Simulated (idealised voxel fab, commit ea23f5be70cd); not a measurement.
process module | voxel spacer lines
cross-section cut | 280 nm wide | cells 5 nm
A cross-section is a grid of square cells, given in bands from the top down. A band is one or more rows of cells.
Each band's line starts with the height of the band's top and of its bottom, in nm. Then come its materials from left to right, each with its width in nm. One material with "throughout" fills the band from edge to edge. "air" is empty space.
Height 0 is the level under which the wafer as received is all one material. The lowest band goes on downwards, as in "0 down".
A width such as "30 to 40" changes by the same amount from each row of cells to the next, from the band's top row to its bottom row.
"no change" after a step means that no cell of the cross-section changed.
closed voids: empty space of 8 cells or more with no open way to the top, each as width x height at its distance from the left edge, in nm
after a step's settings: what the simulator itself notes on the step
overlay nm, on a step with a mask: how far to the right of its planned place the mask lay; to the left if negative
plan
1 op RECEIVE | material Si
2 op CONFORMAL_DEP | material Al2O3 | thk nm 10
3 op DIRECTIONAL_DEP | material polySi | thk nm 10
4 op DIRECTIONAL_DEP | material aC | thk nm 30
5 op PATTERN | tone cover | mask id MANDREL | material resist | width nm 15 | pitch nm 60 | thk nm 40 | overlay nm 0
6 op DIRECTIONAL_ETCH | etch materials aC | depth nm 30
7 op STRIP | etch materials resist
8 op CONFORMAL_DEP | material SiN | thk nm 15
9 op DIRECTIONAL_ETCH | etch materials SiN | depth nm 15
10 op STRIP | etch materials aC
11 op DIRECTIONAL_ETCH | etch materials polySi | depth nm 10
12 op STRIP | etch materials SiN
as received, after step 1
  0 down: Si throughout
  closed voids: none
a wafer at the end: this start, this plan, one mistake
  55 to 50: air 85 | polySi 45 | air 15 | polySi 45 | air 90
  50 to 25: air 85 | polySi 15 | aC 15 | polySi 15 | air 15 | polySi 15 | aC 15 | polySi 15 | air 90
  25 to 20: polySi 100 | aC 15 | polySi 45 | aC 15 | polySi 105
  20 to 10: polySi throughout
  10 to 0: Al2O3 throughout
  0 down: Si throughout
  closed voids: none
what went wrong: step 8 ran as: op CONFORMAL_DEP | material polySi | thk nm 15
